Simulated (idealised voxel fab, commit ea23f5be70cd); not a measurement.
You're looking at the process module voxel lift off.
This is section cut - it's 235 nm across, gridded in 5 nm square cells.
This document writes a cross-section as a grid whose cells are square, and gives it as bands, listed from the top down; one or more rows of cells form a band.
Each band's line starts with the height of the band's top and of its bottom, in nm. Then come its materials from left to right, each with its width in nm. One material with "edge to edge" fills the band from edge to edge. "blank" is empty space.
Height 0 is the level under which the wafer as received is all one material. The lowest band goes on downwards, as in "0 down".
A width such as "30..40" changes by the same amount from each row of cells to the next, from the band's top row to its bottom row.
For the purposes of this document, the phrase "no change" attached to a step denotes that no cell within the cross-section was modified by that step.
The entry "Enclosed empty spaces" lists the empty spaces that cover at least 8 cells and have no open path to the top. Each is written as width x height at distance, where the distance is measured from the left edge and all three values are in nm.
What comes after the settings on a step's line is commentary from the simulator itself on that step.
overlay nm: where the mask lay relative to plan, measured to the right, on steps with a mask; negatives go left.

Intended process steps:
1. RECEIVE (material Si)
2. CONFORMAL_DEP (material SiN; thk nm 10)
3. PATTERN (tone open; mask id LINES; material resist; width nm 25; pitch nm 40; thk nm 30; overlay nm -15)
4. DIRECTIONAL_DEP (material Ru; thk nm 15)
5. STRIP (etch materials resist)
6. CONFORMAL_DEP (material SiCN; thk nm 10)
Wafers differ in overlay nm at step 3; plan lists the first wafer's value; identical starting state.

First wafer of several, as received: cross-section after step 1:
- 0 down: Si edge to edge
- Enclosed empty spaces: none

First of several wafers in cross-section at module end, following the final step, step 6:
- 35 to 25: blank 60; SiCN 85; blank 90
- 25 to 20: blank 60; SiCN 10; Ru 25; SiCN 15; Ru 25; SiCN 10; blank 90
- 20 to 10: SiCN 70; Ru 25; SiCN 15; Ru 25; SiCN 100
- 10 to 0: SiN edge to edge
- 0 down: Si edge to edge
- Enclosed empty spaces: none

At the end of the module, the last of several wafers in cross-section:
- 35 to 25: blank 90; SiCN 85; blank 60
- 25 to 20: blank 90; SiCN 10; Ru 25; SiCN 15; Ru 25; SiCN 10; blank 60
- 20 to 10: SiCN 100; Ru 25; SiCN 15; Ru 25; SiCN 70
- 10 to 0: SiN edge to edge
- 0 down: Si edge to edge
- Enclosed empty spaces: none

Quick key for the table: a row per wafer, taken at the end of the module. For each material it tells you how many cells the wafer gained (+) or lost (-) since it came in, and the closed voids come after:
overlay nm -15; +30 Ru; +115 SiCN; +94 SiN; Enclosed empty spaces: none
overlay nm -10; +30 Ru; +115 SiCN; +94 SiN; Enclosed empty spaces: none
overlay nm -5; +30 Ru; +115 SiCN; +94 SiN; Enclosed empty spaces: none
overlay nm 0; +30 Ru; +115 SiCN; +94 SiN; Enclosed empty spaces: none
overlay nm 5; +30 Ru; +115 SiCN; +94 SiN; Enclosed empty spaces: none
overlay nm 10; +30 Ru; +115 SiCN; +94 SiN; Enclosed empty spaces: none
overlay nm 15; +30 Ru; +115 SiCN; +94 SiN; Enclosed empty spaces: none
